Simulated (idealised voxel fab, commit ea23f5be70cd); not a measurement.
This is a process module. Its name is voxel air gaps.
The figure presents cross-section cut, which has a width of 175 nm and is divided into square cells with an edge length of 5 nm.
Bands, listed from the top down, are how a cross-section gets written in this document; the cross-section itself is a grid of square cells, and a band is one or more rows of them. Top, bottom (nm), then materials left to right with widths (nm); lone material tagged "all across" fills the whole band edge to edge; "air" = empty space. Heights are measured from 0, the level below which the as-received wafer is all one material; the lowest band has no bottom and continues downward, written as in "from 0 down". You'd read "30->40" like this: the band's top row of cells is as wide as the first number, its bottom row is as wide as the second, and going down, every row changes width by the same amount as the row before did. When a step is marked "remained the same", none of the cells in the cross-section changed during that step. For the entry "Sealed void listing", the listed items are empty spaces with no open way to the top whose size is 8 cells or more; each item follows the pattern width x height at distance, where distance is from the left edge and all three are in nm. Heads up: the bit after the settings on a step's line is the simulator's remark on that step. On any step carrying a mask, the "overlay nm" setting, if present on the step's line, tells how far right of its planned place the mask lay; negative values point to the left.
[Intended process steps]
1: RECEIVE (material Si)
2: CONFORMAL_DEP (material SiO2; thk nm 15)
3: CONFORMAL_DEP (material SiN; thk nm 5)
4: DIRECTIONAL_DEP (material SiO2; thk nm 40)
5: MASKED_ETCH (tone open; mask id LINES; width nm 25; pitch nm 50; etch materials SiO2; depth nm 40; overlay nm 0)
6: CONFORMAL_DEP (material TiN; thk nm 5)
7: FILL_DEP (material Cu; thk nm 10)
8: CMP (height nm 60)
9: EPI (material Ru; thk nm 10)
10: SELECTIVE_ETCH (etch materials SiO2; depth nm 50)
11: CONFORMAL_DEP (material SiCN; thk nm 5)
[Incoming wafer, cross-sectional view, post step 1]
  from 0 down | Si all across
  Sealed void listing: none
[Starting wafer: above. Plan: above. Run: one mistake. Cross-section after the module: below]
  from 75 to 70 | SiCN 155; air 20
  from 70 to 60 | SiCN 5; Ru 45; SiCN 5; Ru 45; SiCN 5; Ru 45; SiCN 5; air 20
  from 60 to 55 | SiCN 15; TiN 5; Cu 15; TiN 5; SiCN 25; TiN 5; Cu 15; TiN 5; SiCN 25; TiN 5; Cu 15; TiN 5; SiCN 15; air 20
  from 55 to 25 | air 10; SiCN 5; TiN 5; Cu 15; TiN 5; SiCN 5; air 15; SiCN 5; TiN 5; Cu 15; TiN 5; SiCN 5; air 15; SiCN 5; TiN 5; Cu 15; TiN 5; SiCN 5; air 30
  from 25 to 20 | SiCN 15; TiN 25; SiCN 25; TiN 25; SiCN 25; TiN 25; SiCN 35
  from 20 to 15 | SiN all across
  from 15 to 0 | SiO2 all across
  from 0 down | Si all across
  Sealed void listing: 10 x 30 at 0; 15 x 30 at 45; 15 x 30 at 95
Against the plan, the run slipped here: step 5 ran with different settings than intended, the actual operation and settings being MASKED_ETCH (tone open; mask id LINES; width nm 25; pitch nm 50; etch materials SiO2; depth nm 40; overlay nm -10)
